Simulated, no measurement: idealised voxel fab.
The following process module bears the name voxel double patterning.
Section cut is 230 nm wide and gridded with 5 nm square cells.
A cross-section is written here as square cells arranged in a grid, and it is given in bands from the top down, each band taking up one or more rows of cells. A band entry consists of two parts. The first gives the height of the band's top and the height of its bottom, in nm. The rest lists the band's materials from left to right, each with its width in nm. A single material labelled with the word "full width" fills the band from edge to edge, and the word "air" marks empty space. Beneath 0, the wafer as received is one material, and that level is where height counting begins. The lowest band goes on downward without a bottom; it is written like "top 0, no bottom". Quick explanation for "30 to 40": the width changes in equal steps down the rows of cells, from the first number in the band's top row to the second number in its bottom row. "same as before" (step): cross-section cells unchanged, all of them. "Non-vented voids": empty spaces of 8 cells or more with no open way to the top, each given as width x height at distance, distance from the left edge, all in nm. Step line, after settings: the simulator's comment on this step. When a step includes a mask, the "overlay nm" setting on its line states how far to the right of its planned place that mask lay, and negative values state how far to the left.
# List of planned process steps
1,op RECEIVE | material Si
2,op CONFORMAL_DEP | material SiO2 | thk nm 5
3,op DIRECTIONAL_DEP | material TiN | thk nm 10
4,op DIRECTIONAL_DEP | material SiCN | thk nm 5
5,op DIRECTIONAL_DEP | material aC | thk nm 15
6,op PATTERN | tone open | mask id FIRST | material resist | width nm 15 | pitch nm 50 | thk nm 30 | overlay nm 0
7,op DIRECTIONAL_ETCH | etch materials aC | depth nm 15
8,op STRIP | etch materials resist
9,op DIRECTIONAL_ETCH | etch materials SiCN | depth nm 5
10,op STRIP | etch materials aC
11,op MASKED_ETCH | tone open | mask id SECOND | width nm 15 | etch materials SiCN | depth nm 5 | overlay nm 0
12,op DIRECTIONAL_ETCH | etch materials TiN | depth nm 10
13,op STRIP | etch materials SiCN
# Concerning the first of two wafers, which was run in accordance with the plan
# Received-state cross-section, reflecting completion of step 1
* top 0, no bottom | Si full width
* Non-vented voids: none
# after step 2
* top 5, bottom 0 | SiO2 full width
* Anything lower than 0 is untouched.
# after step 3
* top 15, bottom 5 | TiN full width
* Anything lower than 5 is untouched.
# after step 4
* top 20, bottom 15 | SiCN full width
* Anything lower than 15 is untouched.
# after step 5
* top 35, bottom 20 | aC full width
* Anything lower than 20 is untouched.
# after step 6
* top 65, bottom 35 | 80 of resist / 15 of air / 35 of resist / 15 of air / 85 of resist
* Anything lower than 35 is untouched.
# after step 7
* top 50, bottom 35 | 80 of resist / 15 of air / 35 of resist / 15 of air / 85 of resist
* top 35, bottom 20 | 80 of aC / 15 of air / 35 of aC / 15 of air / 85 of aC
* Anything lower than 20 is untouched.
# after step 8
* top 35, bottom 20 | 80 of aC / 15 of air / 35 of aC / 15 of air / 85 of aC
* Anything lower than 20 is untouched.
# after step 9
* top 35, bottom 20 | 80 of aC / 15 of air / 35 of aC / 15 of air / 85 of aC
* top 20, bottom 15 | 80 of SiCN / 15 of air / 35 of SiCN / 15 of air / 85 of SiCN
* Anything lower than 15 is untouched.
# after step 10
* top 20, bottom 15 | 80 of SiCN / 15 of air / 35 of SiCN / 15 of air / 85 of SiCN
* Anything lower than 15 is untouched.
# after step 11
* top 20, bottom 15 | 80 of SiCN / 15 of air / 10 of SiCN / 15 of air / 10 of SiCN / 15 of air / 85 of SiCN
* Anything lower than 15 is untouched.
# after step 12
* top 20, bottom 15 | 80 of SiCN / 15 of air / 10 of SiCN / 15 of air / 10 of SiCN / 15 of air / 85 of SiCN
* top 15, bottom 5 | 80 of TiN / 15 of air / 10 of TiN / 15 of air / 10 of TiN / 15 of air / 85 of TiN
* Anything lower than 5 is untouched.
# after step 13
* top 15, bottom 5 | 80 of TiN / 15 of air / 10 of TiN / 15 of air / 10 of TiN / 15 of air / 85 of TiN
* Anything lower than 5 is untouched.
# The second wafer was prepared from the same starting point and under the same plan as the first; its processing contained one mistake, and it remains indistinguishable from the first wafer up to and including step 1
# Second wafer, sectioned view, at step 2's planned end time
* top 10, bottom 0 | TiN full width
* Anything lower than 0 is untouched.
# Second wafer, sectioned view, at step 3's planned end time
* top 15, bottom 10 | SiO2 full width
* Anything lower than 10 is untouched.
# Second wafer, sectioned view, at step 4's planned end time
* top 20, bottom 15 | SiCN full width
* Anything lower than 15 is untouched.
# Second wafer, sectioned view, at step 5's planned end time
* top 35, bottom 20 | aC full width
* Anything lower than 20 is untouched.
# Second wafer, sectioned view, at step 6's planned end time
* top 65, bottom 35 | 80 of resist / 15 of air / 35 of resist / 15 of air / 85 of resist
* Anything lower than 35 is untouched.
# Second wafer, sectioned view, at step 7's planned end time
* top 50, bottom 35 | 80 of resist / 15 of air / 35 of resist / 15 of air / 85 of resist
* top 35, bottom 20 | 80 of aC / 15 of air / 35 of aC / 15 of air / 85 of aC
* Anything lower than 20 is untouched.
# Second wafer, sectioned view, at step 8's planned end time
* top 35, bottom 20 | 80 of aC / 15 of air / 35 of aC / 15 of air / 85 of aC
* Anything lower than 20 is untouched.
# Second wafer, sectioned view, at step 9's planned end time
* top 35, bottom 20 | 80 of aC / 15 of air / 35 of aC / 15 of air / 85 of aC
* top 20, bottom 15 | 80 of SiCN / 15 of air / 35 of SiCN / 15 of air / 85 of SiCN
* Anything lower than 15 is untouched.
# Second wafer, sectioned view, at step 10's planned end time
* top 20, bottom 15 | 80 of SiCN / 15 of air / 35 of SiCN / 15 of air / 85 of SiCN
* Anything lower than 15 is untouched.
# Second wafer, sectioned view, at step 11's planned end time
* top 20, bottom 15 | 80 of SiCN / 15 of air / 10 of SiCN / 15 of air / 10 of SiCN / 15 of air / 85 of SiCN
* Anything lower than 15 is untouched.
Second wafer, sectioned view, at step 12's planned end time: same as before
# Second wafer, sectioned view, at step 13's planned end time
* top 15, bottom 10 | SiO2 full width
* Anything lower than 10 is untouched.
Diagnosis: a sequencing error occurred in which plan steps 2 and 3 were transposed
Wafer comparison, final, in cells, second relative to first, materials more or fewer: TiN +18
